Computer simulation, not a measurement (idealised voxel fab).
Documented hereafter: the process module known as voxel wiring stack.
This is section cut - it's 215 nm across, gridded in 5 nm square cells.
Throughout this document, each cross-section is represented as a grid of square cells and is presented as a sequence of bands enumerated from the top downward, where a band comprises one or more rows of cells. What a band's entry tells you: where the top is and where the bottom is, as heights in nm, and after that what lies inside, material by material from left to right, each with its width in nm. Empty space is written as the word "blank", and a single material marked with the word "all across" occupies the band from edge to edge. Below 0: as-received wafer, all one material; heights counted from there. Lowest band: no bottom, goes on down, written "0 down". The expression "30..40" gives the width at the extremes of the band, the first number at its top row of cells and the second at its bottom row, with the width changing by equal amounts from each row to the next in between. Step marked "all unchanged"? Then no cell in the cross-section changed in it. In the "Enclosed void listing" entry, you get each enclosed empty space of 8 cells or more, one with no open way to the top, written width x height at distance, distance from the left edge, in nm. Read whatever lies past the settings on a step's line as the simulator's own remark about the step. overlay nm: on a step with a mask, how far right of its planned place the mask lay; negative means left.

LISTED BELOW ARE THE PROCESS STEPS AS PLANNED
1: RECEIVE: material Si
2: CONFORMAL_DEP: material SiO2, thk nm 15
3: DIRECTIONAL_DEP: material TiN, thk nm 5
4: DIRECTIONAL_DEP: material W, thk nm 25
5: PATTERN: tone cover, mask id METAL_1, material resist, width nm 25, pitch nm 40, thk nm 15, overlay nm 0
6: DIRECTIONAL_ETCH: etch materials W, depth nm 25
7: DIRECTIONAL_ETCH: etch materials TiN, depth nm 5
8: STRIP: etch materials resist
9: FILL_DEP: material lowk, thk nm 10
10: CMP: height nm 45
11: CONFORMAL_DEP: material SiCN, thk nm 5
12: DIRECTIONAL_DEP: material SiO2, thk nm 30
13: DIRECTIONAL_DEP: material aC, thk nm 10
14: PATTERN: tone open, mask id METAL_2, material resist, width nm 25, pitch nm 40, thk nm 25, overlay nm 0
15: DIRECTIONAL_ETCH: etch materials aC, depth nm 10
16: STRIP: etch materials resist
17: DIRECTIONAL_ETCH: etch materials SiO2, depth nm 15
18: STRIP: etch materials aC
19: MASKED_ETCH: tone open, mask id METAL_2_HOLES, width nm 15, pitch nm 40, etch materials SiO2, depth nm 15, overlay nm 0
20: MASKED_ETCH: tone open, mask id METAL_2_HOLES, width nm 15, pitch nm 40, etch materials SiCN, depth nm 5, overlay nm 0
21: CONFORMAL_DEP: material TiN, thk nm 5
22: FILL_DEP: material Cu, thk nm 10
23: CMP: height nm 80
24: CONFORMAL_DEP: material SiN, thk nm 5

FIRST WAFER, AS PLANNED

CROSS-SECTIONAL VIEW OF THE WAFER IN ITS AS-RECEIVED CONDITION, CORRESPONDING TO THE STATE AFTER STEP 1
  0 down | Si all across
  Enclosed void listing: none

SO THIS IS THE WAFER CROSS-SECTION RIGHT AFTER STEP 2
  15 to 0 | SiO2 all across
  Below a height of 0, the structure has not been altered.

SO THIS IS THE WAFER CROSS-SECTION RIGHT AFTER STEP 3
  20 to 15 | TiN all across
  Below a height of 15, the structure has not been altered.

SO THIS IS THE WAFER CROSS-SECTION RIGHT AFTER STEP 4
  45 to 20 | W all across
  Below a height of 20, the structure has not been altered.

SO THIS IS THE WAFER CROSS-SECTION RIGHT AFTER STEP 5
  60 to 45 | 35 of blank, 25 of resist, 15 of blank, 25 of resist, 15 of blank, 25 of resist, 15 of blank, 25 of resist, 35 of blank
  Below a height of 45, the structure has not been altered.

SO THIS IS THE WAFER CROSS-SECTION RIGHT AFTER STEP 6
  60 to 45 | 35 of blank, 25 of resist, 15 of blank, 25 of resist, 15 of blank, 25 of resist, 15 of blank, 25 of resist, 35 of blank
  45 to 20 | 35 of blank, 25 of W, 15 of blank, 25 of W, 15 of blank, 25 of W, 15 of blank, 25 of W, 35 of blank
  Below a height of 20, the structure has not been altered.

SO THIS IS THE WAFER CROSS-SECTION RIGHT AFTER STEP 7
  60 to 45 | 35 of blank, 25 of resist, 15 of blank, 25 of resist, 15 of blank, 25 of resist, 15 of blank, 25 of resist, 35 of blank
  45 to 20 | 35 of blank, 25 of W, 15 of blank, 25 of W, 15 of blank, 25 of W, 15 of blank, 25 of W, 35 of blank
  20 to 15 | 35 of blank, 25 of TiN, 15 of blank, 25 of TiN, 15 of blank, 25 of TiN, 15 of blank, 25 of TiN, 35 of blank
  Below a height of 15, the structure has not been altered.

SO THIS IS THE WAFER CROSS-SECTION RIGHT AFTER STEP 8
  45 to 20 | 35 of blank, 25 of W, 15 of blank, 25 of W, 15 of blank, 25 of W, 15 of blank, 25 of W, 35 of blank
  Below a height of 20, the structure has not been altered.

SO THIS IS THE WAFER CROSS-SECTION RIGHT AFTER STEP 9
  55 to 45 | lowk all across
  45 to 20 | 35 of lowk, 25 of W, 15 of lowk, 25 of W, 15 of lowk, 25 of W, 15 of lowk, 25 of W, 35 of lowk
  20 to 15 | 35 of lowk, 25 of TiN, 15 of lowk, 25 of TiN, 15 of lowk, 25 of TiN, 15 of lowk, 25 of TiN, 35 of lowk
  Below a height of 15, the structure has not been altered.

SO THIS IS THE WAFER CROSS-SECTION RIGHT AFTER STEP 10
  45 to 20 | 35 of lowk, 25 of W, 15 of lowk, 25 of W, 15 of lowk, 25 of W, 15 of lowk, 25 of W, 35 of lowk
  Below a height of 20, the structure has not been altered.

SO THIS IS THE WAFER CROSS-SECTION RIGHT AFTER STEP 11
  50 to 45 | SiCN all across
  Below a height of 45, the structure has not been altered.

SO THIS IS THE WAFER CROSS-SECTION RIGHT AFTER STEP 12
  80 to 50 | SiO2 all across
  Below a height of 50, the structure has not been altered.

SO THIS IS THE WAFER CROSS-SECTION RIGHT AFTER STEP 13
  90 to 80 | aC all across
  Below a height of 80, the structure has not been altered.

SO THIS IS THE WAFER CROSS-SECTION RIGHT AFTER STEP 14
  115 to 90 | 35 of resist, 25 of blank, 15 of resist, 25 of blank, 15 of resist, 25 of blank, 15 of resist, 25 of blank, 35 of resist
  Below a height of 90, the structure has not been altered.

SO THIS IS THE WAFER CROSS-SECTION RIGHT AFTER STEP 15
  105 to 90 | 35 of resist, 25 of blank, 15 of resist, 25 of blank, 15 of resist, 25 of blank, 15 of resist, 25 of blank, 35 of resist
  90 to 80 | 35 of aC, 25 of blank, 15 of aC, 25 of blank, 15 of aC, 25 of blank, 15 of aC, 25 of blank, 35 of aC
  Below a height of 80, the structure has not been altered.

SO THIS IS THE WAFER CROSS-SECTION RIGHT AFTER STEP 16
  90 to 80 | 35 of aC, 25 of blank, 15 of aC, 25 of blank, 15 of aC, 25 of blank, 15 of aC, 25 of blank, 35 of aC
  Below a height of 80, the structure has not been altered.

SO THIS IS THE WAFER CROSS-SECTION RIGHT AFTER STEP 17
  90 to 80 | 35 of aC, 25 of blank, 15 of aC, 25 of blank, 15 of aC, 25 of blank, 15 of aC, 25 of blank, 35 of aC
  80 to 65 | 35 of SiO2, 25 of blank, 15 of SiO2, 25 of blank, 15 of SiO2, 25 of blank, 15 of SiO2, 25 of blank, 35 of SiO2
  Below a height of 65, the structure has not been altered.

SO THIS IS THE WAFER CROSS-SECTION RIGHT AFTER STEP 18
  80 to 65 | 35 of SiO2, 25 of blank, 15 of SiO2, 25 of blank, 15 of SiO2, 25 of blank, 15 of SiO2, 25 of blank, 35 of SiO2
  Below a height of 65, the structure has not been altered.

SO THIS IS THE WAFER CROSS-SECTION RIGHT AFTER STEP 19
  80 to 65 | 35 of SiO2, 25 of blank, 15 of SiO2, 25 of blank, 15 of SiO2, 25 of blank, 15 of SiO2, 25 of blank, 35 of SiO2
  65 to 50 | 35 of SiO2, 15 of blank, 25 of SiO2, 15 of blank, 25 of SiO2, 15 of blank, 25 of SiO2, 15 of blank, 45 of SiO2
  Below a height of 50, the structure has not been altered.

SO THIS IS THE WAFER CROSS-SECTION RIGHT AFTER STEP 20
  80 to 65 | 35 of SiO2, 25 of blank, 15 of SiO2, 25 of blank, 15 of SiO2, 25 of blank, 15 of SiO2, 25 of blank, 35 of SiO2
  65 to 50 | 35 of SiO2, 15 of blank, 25 of SiO2, 15 of blank, 25 of SiO2, 15 of blank, 25 of SiO2, 15 of blank, 45 of SiO2
  50 to 45 | 35 of SiCN, 15 of blank, 25 of SiCN, 15 of blank, 25 of SiCN, 15 of blank, 25 of SiCN, 15 of blank, 45 of SiCN
  Below a height of 45, the structure has not been altered.

SO THIS IS THE WAFER CROSS-SECTION RIGHT AFTER STEP 21
  85 to 80 | 40 of TiN, 15 of blank, 25 of TiN, 15 of blank, 25 of TiN, 15 of blank, 25 of TiN, 15 of blank, 40 of TiN
  80 to 70 | 35 of SiO2, 5 of TiN, 15 of blank, 5 of TiN, 15 of SiO2, 5 of TiN, 15 of blank, 5 of TiN, 15 of SiO2, 5 of TiN, 15 of blank, 5 of TiN, 15 of SiO2, 5 of TiN, 15 of blank, 5 of TiN, 35 of SiO2
  70 to 65 | 35 of SiO2, 5 of TiN, 5 of blank, 15 of TiN, 15 of SiO2, 5 of TiN, 5 of blank, 15 of TiN, 15 of SiO2, 5 of TiN, 5 of blank, 15 of TiN, 15 of SiO2, 5 of TiN, 5 of blank, 15 of TiN, 35 of SiO2
  65 to 50 | 35 of SiO2, 5 of TiN, 5 of blank, 5 of TiN, 25 of SiO2, 5 of TiN, 5 of blank, 5 of TiN, 25 of SiO2, 5 of TiN, 5 of blank, 5 of TiN, 25 of SiO2, 5 of TiN, 5 of blank, 5 of TiN, 45 of SiO2
  50 to 45 | 35 of SiCN, 15 of TiN, 25 of SiCN, 15 of TiN, 25 of SiCN, 15 of TiN, 25 of SiCN, 15 of TiN, 45 of SiCN
  Below a height of 45, the structure has not been altered.

SO THIS IS THE WAFER CROSS-SECTION RIGHT AFTER STEP 22
  95 to 85 | Cu all across
  85 to 80 | 40 of TiN, 15 of Cu, 25 of TiN, 15 of Cu, 25 of TiN, 15 of Cu, 25 of TiN, 15 of Cu, 40 of TiN
  80 to 70 | 35 of SiO2, 5 of TiN, 15 of Cu, 5 of TiN, 15 of SiO2, 5 of TiN, 15 of Cu, 5 of TiN, 15 of SiO2, 5 of TiN, 15 of Cu, 5 of TiN, 15 of SiO2, 5 of TiN, 15 of Cu, 5 of TiN, 35 of SiO2
  70 to 65 | 35 of SiO2, 5 of TiN, 5 of Cu, 15 of TiN, 15 of SiO2, 5 of TiN, 5 of Cu, 15 of TiN, 15 of SiO2, 5 of TiN, 5 of Cu, 15 of TiN, 15 of SiO2, 5 of TiN, 5 of Cu, 15 of TiN, 35 of SiO2
  65 to 50 | 35 of SiO2, 5 of TiN, 5 of Cu, 5 of TiN, 25 of SiO2, 5 of TiN, 5 of Cu, 5 of TiN, 25 of SiO2, 5 of TiN, 5 of Cu, 5 of TiN, 25 of SiO2, 5 of TiN, 5 of Cu, 5 of TiN, 45 of SiO2
  Below a height of 50, the structure has not been altered.

SO THIS IS THE WAFER CROSS-SECTION RIGHT AFTER STEP 23
  80 to 70 | 35 of SiO2, 5 of TiN, 15 of Cu, 5 of TiN, 15 of SiO2, 5 of TiN, 15 of Cu, 5 of TiN, 15 of SiO2, 5 of TiN, 15 of Cu, 5 of TiN, 15 of SiO2, 5 of TiN, 15 of Cu, 5 of TiN, 35 of SiO2
  Below a height of 70, the structure has not been altered.

SO THIS IS THE WAFER CROSS-SECTION RIGHT AFTER STEP 24
  85 to 80 | SiN all across
  Below a height of 80, the structure has not been altered.

NOTES, SECOND WAFER: START = FIRST WAFER'S, PLAN = FIRST WAFER'S, EXECUTION HAD ONE MISTAKE; HISTORY IDENTICAL TO FIRST THROUGH STEP 1

SECOND WAFER, SECTION VIEW, TIME POINT: SCHEDULED END OF STEP 2
  5 to 0 | TiN all across
  Below a height of 0, the structure has not been altered.

SECOND WAFER, SECTION VIEW, TIME POINT: SCHEDULED END OF STEP 3
  20 to 5 | SiO2 all across
  Below a height of 5, the structure has not been altered.

SECOND WAFER, SECTION VIEW, TIME POINT: SCHEDULED END OF STEP 4
  45 to 20 | W all across
  Below a height of 20, the structure has not been altered.

SECOND WAFER, SECTION VIEW, TIME POINT: SCHEDULED END OF STEP 5
  60 to 45 | 35 of blank, 25 of resist, 15 of blank, 25 of resist, 15 of blank, 25 of resist, 15 of blank, 25 of resist, 35 of blank
  Below a height of 45, the structure has not been altered.

SECOND WAFER, SECTION VIEW, TIME POINT: SCHEDULED END OF STEP 6
  60 to 45 | 35 of blank, 25 of resist, 15 of blank, 25 of resist, 15 of blank, 25 of resist, 15 of blank, 25 of resist, 35 of blank
  45 to 20 | 35 of blank, 25 of W, 15 of blank, 25 of W, 15 of blank, 25 of W, 15 of blank, 25 of W, 35 of blank
  Below a height of 20, the structure has not been altered.

Second wafer, section view, time point: scheduled end of step 7: all unchanged

SECOND WAFER, SECTION VIEW, TIME POINT: SCHEDULED END OF STEP 8
  45 to 20 | 35 of blank, 25 of W, 15 of blank, 25 of W, 15 of blank, 25 of W, 15 of blank, 25 of W, 35 of blank
  Below a height of 20, the structure has not been altered.

SECOND WAFER, SECTION VIEW, TIME POINT: SCHEDULED END OF STEP 9
  55 to 45 | lowk all across
  45 to 20 | 35 of lowk, 25 of W, 15 of lowk, 25 of W, 15 of lowk, 25 of W, 15 of lowk, 25 of W, 35 of lowk
  Below a height of 20, the structure has not been altered.

SECOND WAFER, SECTION VIEW, TIME POINT: SCHEDULED END OF STEP 10
  45 to 20 | 35 of lowk, 25 of W, 15 of lowk, 25 of W, 15 of lowk, 25 of W, 15 of lowk, 25 of W, 35 of lowk
  Below a height of 20, the structure has not been altered.

SECOND WAFER, SECTION VIEW, TIME POINT: SCHEDULED END OF STEP 11
  50 to 45 | SiCN all across
  Below a height of 45, the structure has not been altered.

SECOND WAFER, SECTION VIEW, TIME POINT: SCHEDULED END OF STEP 12
  80 to 50 | SiO2 all across
  Below a height of 50, the structure has not been altered.

SECOND WAFER, SECTION VIEW, TIME POINT: SCHEDULED END OF STEP 13
  90 to 80 | aC all across
  Below a height of 80, the structure has not been altered.

SECOND WAFER, SECTION VIEW, TIME POINT: SCHEDULED END OF STEP 14
  115 to 90 | 35 of resist, 25 of blank, 15 of resist, 25 of blank, 15 of resist, 25 of blank, 15 of resist, 25 of blank, 35 of resist
  Below a height of 90, the structure has not been altered.

SECOND WAFER, SECTION VIEW, TIME POINT: SCHEDULED END OF STEP 15
  105 to 90 | 35 of resist, 25 of blank, 15 of resist, 25 of blank, 15 of resist, 25 of blank, 15 of resist, 25 of blank, 35 of resist
  90 to 80 | 35 of aC, 25 of blank, 15 of aC, 25 of blank, 15 of aC, 25 of blank, 15 of aC, 25 of blank, 35 of aC
  Below a height of 80, the structure has not been altered.

SECOND WAFER, SECTION VIEW, TIME POINT: SCHEDULED END OF STEP 16
  90 to 80 | 35 of aC, 25 of blank, 15 of aC, 25 of blank, 15 of aC, 25 of blank, 15 of aC, 25 of blank, 35 of aC
  Below a height of 80, the structure has not been altered.

SECOND WAFER, SECTION VIEW, TIME POINT: SCHEDULED END OF STEP 17
  90 to 80 | 35 of aC, 25 of blank, 15 of aC, 25 of blank, 15 of aC, 25 of blank, 15 of aC, 25 of blank, 35 of aC
  80 to 65 | 35 of SiO2, 25 of blank, 15 of SiO2, 25 of blank, 15 of SiO2, 25 of blank, 15 of SiO2, 25 of blank, 35 of SiO2
  Below a height of 65, the structure has not been altered.

SECOND WAFER, SECTION VIEW, TIME POINT: SCHEDULED END OF STEP 18
  80 to 65 | 35 of SiO2, 25 of blank, 15 of SiO2, 25 of blank, 15 of SiO2, 25 of blank, 15 of SiO2, 25 of blank, 35 of SiO2
  Below a height of 65, the structure has not been altered.

SECOND WAFER, SECTION VIEW, TIME POINT: SCHEDULED END OF STEP 19
  80 to 65 | 35 of SiO2, 25 of blank, 15 of SiO2, 25 of blank, 15 of SiO2, 25 of blank, 15 of SiO2, 25 of blank, 35 of SiO2
  65 to 50 | 35 of SiO2, 15 of blank, 25 of SiO2, 15 of blank, 25 of SiO2, 15 of blank, 25 of SiO2, 15 of blank, 45 of SiO2
  Below a height of 50, the structure has not been altered.

SECOND WAFER, SECTION VIEW, TIME POINT: SCHEDULED END OF STEP 20
  80 to 65 | 35 of SiO2, 25 of blank, 15 of SiO2, 25 of blank, 15 of SiO2, 25 of blank, 15 of SiO2, 25 of blank, 35 of SiO2
  65 to 50 | 35 of SiO2, 15 of blank, 25 of SiO2, 15 of blank, 25 of SiO2, 15 of blank, 25 of SiO2, 15 of blank, 45 of SiO2
  50 to 45 | 35 of SiCN, 15 of blank, 25 of SiCN, 15 of blank, 25 of SiCN, 15 of blank, 25 of SiCN, 15 of blank, 45 of SiCN
  Below a height of 45, the structure has not been altered.

SECOND WAFER, SECTION VIEW, TIME POINT: SCHEDULED END OF STEP 21
  85 to 80 | 40 of TiN, 15 of blank, 25 of TiN, 15 of blank, 25 of TiN, 15 of blank, 25 of TiN, 15 of blank, 40 of TiN
  80 to 70 | 35 of SiO2, 5 of TiN, 15 of blank, 5 of TiN, 15 of SiO2, 5 of TiN, 15 of blank, 5 of TiN, 15 of SiO2, 5 of TiN, 15 of blank, 5 of TiN, 15 of SiO2, 5 of TiN, 15 of blank, 5 of TiN, 35 of SiO2
  70 to 65 | 35 of SiO2, 5 of TiN, 5 of blank, 15 of TiN, 15 of SiO2, 5 of TiN, 5 of blank, 15 of TiN, 15 of SiO2, 5 of TiN, 5 of blank, 15 of TiN, 15 of SiO2, 5 of TiN, 5 of blank, 15 of TiN, 35 of SiO2
  65 to 50 | 35 of SiO2, 5 of TiN, 5 of blank, 5 of TiN, 25 of SiO2, 5 of TiN, 5 of blank, 5 of TiN, 25 of SiO2, 5 of TiN, 5 of blank, 5 of TiN, 25 of SiO2, 5 of TiN, 5 of blank, 5 of TiN, 45 of SiO2
  50 to 45 | 35 of SiCN, 15 of TiN, 25 of SiCN, 15 of TiN, 25 of SiCN, 15 of TiN, 25 of SiCN, 15 of TiN, 45 of SiCN
  Below a height of 45, the structure has not been altered.

SECOND WAFER, SECTION VIEW, TIME POINT: SCHEDULED END OF STEP 22
  95 to 85 | Cu all across
  85 to 80 | 40 of TiN, 15 of Cu, 25 of TiN, 15 of Cu, 25 of TiN, 15 of Cu, 25 of TiN, 15 of Cu, 40 of TiN
  80 to 70 | 35 of SiO2, 5 of TiN, 15 of Cu, 5 of TiN, 15 of SiO2, 5 of TiN, 15 of Cu, 5 of TiN, 15 of SiO2, 5 of TiN, 15 of Cu, 5 of TiN, 15 of SiO2, 5 of TiN, 15 of Cu, 5 of TiN, 35 of SiO2
  70 to 65 | 35 of SiO2, 5 of TiN, 5 of Cu, 15 of TiN, 15 of SiO2, 5 of TiN, 5 of Cu, 15 of TiN, 15 of SiO2, 5 of TiN, 5 of Cu, 15 of TiN, 15 of SiO2, 5 of TiN, 5 of Cu, 15 of TiN, 35 of SiO2
  65 to 50 | 35 of SiO2, 5 of TiN, 5 of Cu, 5 of TiN, 25 of SiO2, 5 of TiN, 5 of Cu, 5 of TiN, 25 of SiO2, 5 of TiN, 5 of Cu, 5 of TiN, 25 of SiO2, 5 of TiN, 5 of Cu, 5 of TiN, 45 of SiO2
  Below a height of 50, the structure has not been altered.

SECOND WAFER, SECTION VIEW, TIME POINT: SCHEDULED END OF STEP 23
  80 to 70 | 35 of SiO2, 5 of TiN, 15 of Cu, 5 of TiN, 15 of SiO2, 5 of TiN, 15 of Cu, 5 of TiN, 15 of SiO2, 5 of TiN, 15 of Cu, 5 of TiN, 15 of SiO2, 5 of TiN, 15 of Cu, 5 of TiN, 35 of SiO2
  Below a height of 70, the structure has not been altered.

SECOND WAFER, SECTION VIEW, TIME POINT: SCHEDULED END OF STEP 24
  85 to 80 | SiN all across
  Below a height of 80, the structure has not been altered.
what went wrong: steps 2 and 3 of the plan were each performed in the slot designated for the other
The second wafer ends with more or fewer cells of some materials than the first, per final count: TiN: 23 more; lowk: 23 fewer
